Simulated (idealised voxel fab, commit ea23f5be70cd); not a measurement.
A process module follows: voxel trench capacitor.
Xsec cut, 285 nm wide, square cell size 5 nm.
Each cross-section below is a grid of square cells, stated as bands in top-down order, with one or more rows of cells making up each band. Band: top and bottom heights (nm) first, top before bottom; then materials from left to right, widths in nm. "throughout" marks a sole material filling the band edge to edge. "blank" denotes empty space. Height 0 is the level under which the wafer as received is all one material. The lowest band goes on downwards, as in "top 0, no bottom". Width "30..40": first value at the band's top row of cells, second value at its bottom row, equal change from row to row. A step reported as "no alterations made" is a step in which no cell of the cross-section changed. If an empty space has no open way to the top and is at least 8 cells in size, "Catalogued sealed voids" lists it, written width x height at distance, where distance is measured from the left edge and every value is in nm. after a step's settings: what the simulator itself notes on the step. overlay nm: right-of-plan distance of the mask on a masked step; negative values mean left-of-plan.
Planned step list for the process
- 1: RECEIVE (material Si)
- 2: CONFORMAL_DEP (material SiN; thk nm 5)
- 3: MASKED_ETCH (tone open; mask id TRENCH; width nm 25; pitch nm 40; etch materials SiN; depth nm 5; overlay nm 0)
- 4: MASKED_ETCH (tone open; mask id TRENCH; width nm 25; pitch nm 40; etch materials Si; depth nm 35; overlay nm 0)
- 5: CONFORMAL_DEP (material Al2O3; thk nm 5)
- 6: CONFORMAL_DEP (material TiN; thk nm 5)
- 7: FILL_DEP (material W; thk nm 10)
- 8: CMP (height nm 5)
Cross-section of the incoming wafer, state after step 1
    top 0, no bottom | Si throughout
    Catalogued sealed voids: none
Cross-sectional result after module completion. Note: starting condition and plan are unchanged from above; one processing mistake was made
    top 5, bottom 0 | SiN: 60 / Al2O3: 15 / TiN: 5 / Al2O3: 5 / SiN: 15 / Al2O3: 15 / TiN: 5 / Al2O3: 5 / SiN: 15 / Al2O3: 15 / TiN: 5 / Al2O3: 5 / SiN: 15 / Al2O3: 15 / TiN: 5 / Al2O3: 5 / SiN: 80
    top 0, bottom -30 | Si: 70 / Al2O3: 5 / TiN: 5 / Al2O3: 5 / Si: 25 / Al2O3: 5 / TiN: 5 / Al2O3: 5 / Si: 25 / Al2O3: 5 / TiN: 5 / Al2O3: 5 / Si: 25 / Al2O3: 5 / TiN: 5 / Al2O3: 5 / Si: 80
    top -30, bottom -35 | Si: 70 / Al2O3: 15 / Si: 25 / Al2O3: 15 / Si: 25 / Al2O3: 15 / Si: 25 / Al2O3: 15 / Si: 80
    top -35, no bottom | Si throughout
    Catalogued sealed voids: none
Nonconformance to the process plan: note that step 3 departed from the planned setting and was carried out as MASKED_ETCH (tone open; mask id TRENCH; width nm 25; pitch nm 40; etch materials SiN; depth nm 5; overlay nm -10)
